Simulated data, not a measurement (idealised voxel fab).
The process module presented herein is designated voxel trench capacitor.
Shown is cross-section cut, with a width of 265 nm and square cells of size 5 nm.
A cross-section is written here as square cells arranged in a grid, and it is given in bands from the top down, each band taking up one or more rows of cells.
Top, bottom (nm), then materials left to right with widths (nm); lone material tagged "edge to edge" fills the whole band edge to edge; "air" = empty space.
For the purposes of this specification, 0 denotes the height below which the wafer in its as-received condition is composed wholly of one material, and the lowermost band, lacking a lower limit, extends downward without end, as expressed in "0 -> down".
The two numbers in a width such as "30 to 40" mark its ends across the band: the first belongs to the top row of cells, the second to the bottom row, and from each row to the next the width moves by the same amount.
"identical to before" means the step left every cell of the cross-section as it was.
The entry titled "Sealed void list" provides the empty spaces that have no open way to the top, restricted to those of 8 cells or more. Each is presented as width x height at distance, the distance being measured from the left edge, with all three in nm.
Text after the settings on a step's line: the simulator's own remark on that step.
"overlay nm", when on a step's line for a step with a mask, measures how far to the right of its planned place the mask lay; a negative measure means to the left.

Set out below are the planned steps of the process
1 RECEIVE (material Si)
2 CONFORMAL_DEP (material SiN; thk nm 5)
3 DIRECTIONAL_DEP (material aC; thk nm 15)
4 PATTERN (tone open; mask id TRENCH; material resist; width nm 25; pitch nm 55; thk nm 35; overlay nm 0)
5 DIRECTIONAL_ETCH (etch materials aC; depth nm 15)
6 STRIP (etch materials resist)
7 DIRECTIONAL_ETCH (etch materials SiN; depth nm 5)
8 DIRECTIONAL_ETCH (etch materials Si; depth nm 40)
9 STRIP (etch materials aC)
10 CONFORMAL_DEP (material HfO2; thk nm 5)
11 CONFORMAL_DEP (material TiN; thk nm 5)
12 FILL_DEP (material W; thk nm 5)
13 CMP (height nm 5)

This is the cross-section of the wafer as we received it, i.e. after step 1
	0 -> down = Si edge to edge
	Sealed void list: none

First of two wafers: cross-section at end of module, run per plan
	5 -> 0 = SiN 35, HfO2 5, TiN 5, W 5, TiN 5, HfO2 5, SiN 30, HfO2 5, TiN 5, W 5, TiN 5, HfO2 5, SiN 30, HfO2 5, TiN 5, W 5, TiN 5, HfO2 5, SiN 30, HfO2 5, TiN 5, W 5, TiN 5, HfO2 5, SiN 40
	0 -> -30 = Si 35, HfO2 5, TiN 5, W 5, TiN 5, HfO2 5, Si 30, HfO2 5, TiN 5, W 5, TiN 5, HfO2 5, Si 30, HfO2 5, TiN 5, W 5, TiN 5, HfO2 5, Si 30, HfO2 5, TiN 5, W 5, TiN 5, HfO2 5, Si 40
	-30 -> -35 = Si 35, HfO2 5, TiN 15, HfO2 5, Si 30, HfO2 5, TiN 15, HfO2 5, Si 30, HfO2 5, TiN 15, HfO2 5, Si 30, HfO2 5, TiN 15, HfO2 5, Si 40
	-35 -> -40 = Si 35, HfO2 25, Si 30, HfO2 25, Si 30, HfO2 25, Si 30, HfO2 25, Si 40
	-40 -> down = Si edge to edge
	Sealed void list: none

Same start, same plan as the first wafer - but one mistake in the run. Cross-section of the second of the two at the end of the module
	20 -> 15 = W edge to edge
	15 -> 10 = TiN 45, W 5, TiN 50, W 5, TiN 50, W 5, TiN 50, W 5, TiN 50
	10 -> 5 = HfO2 40, TiN 5, W 5, TiN 5, HfO2 40, TiN 5, W 5, TiN 5, HfO2 40, TiN 5, W 5, TiN 5, HfO2 40, TiN 5, W 5, TiN 5, HfO2 45
	5 -> 0 = SiN 35, HfO2 5, TiN 5, W 5, TiN 5, HfO2 5, SiN 30, HfO2 5, TiN 5, W 5, TiN 5, HfO2 5, SiN 30, HfO2 5, TiN 5, W 5, TiN 5, HfO2 5, SiN 30, HfO2 5, TiN 5, W 5, TiN 5, HfO2 5, SiN 40
	0 -> -30 = Si 35, HfO2 5, TiN 5, W 5, TiN 5, HfO2 5, Si 30, HfO2 5, TiN 5, W 5, TiN 5, HfO2 5, Si 30, HfO2 5, TiN 5, W 5, TiN 5, HfO2 5, Si 30, HfO2 5, TiN 5, W 5, TiN 5, HfO2 5, Si 40
	-30 -> -35 = Si 35, HfO2 5, TiN 15, HfO2 5, Si 30, HfO2 5, TiN 15, HfO2 5, Si 30, HfO2 5, TiN 15, HfO2 5, Si 30, HfO2 5, TiN 15, HfO2 5, Si 40
	-35 -> -40 = Si 35, HfO2 25, Si 30, HfO2 25, Si 30, HfO2 25, Si 30, HfO2 25, Si 40
	-40 -> down = Si edge to edge
	Sealed void list: none
So what did we get wrong on this run? skipped: plan step 13 (never run)
Looking at both finished wafers in cells, the second ends up ahead of or behind the first on some materials: HfO2: 41 more, TiN: 57 more, W: 61 more
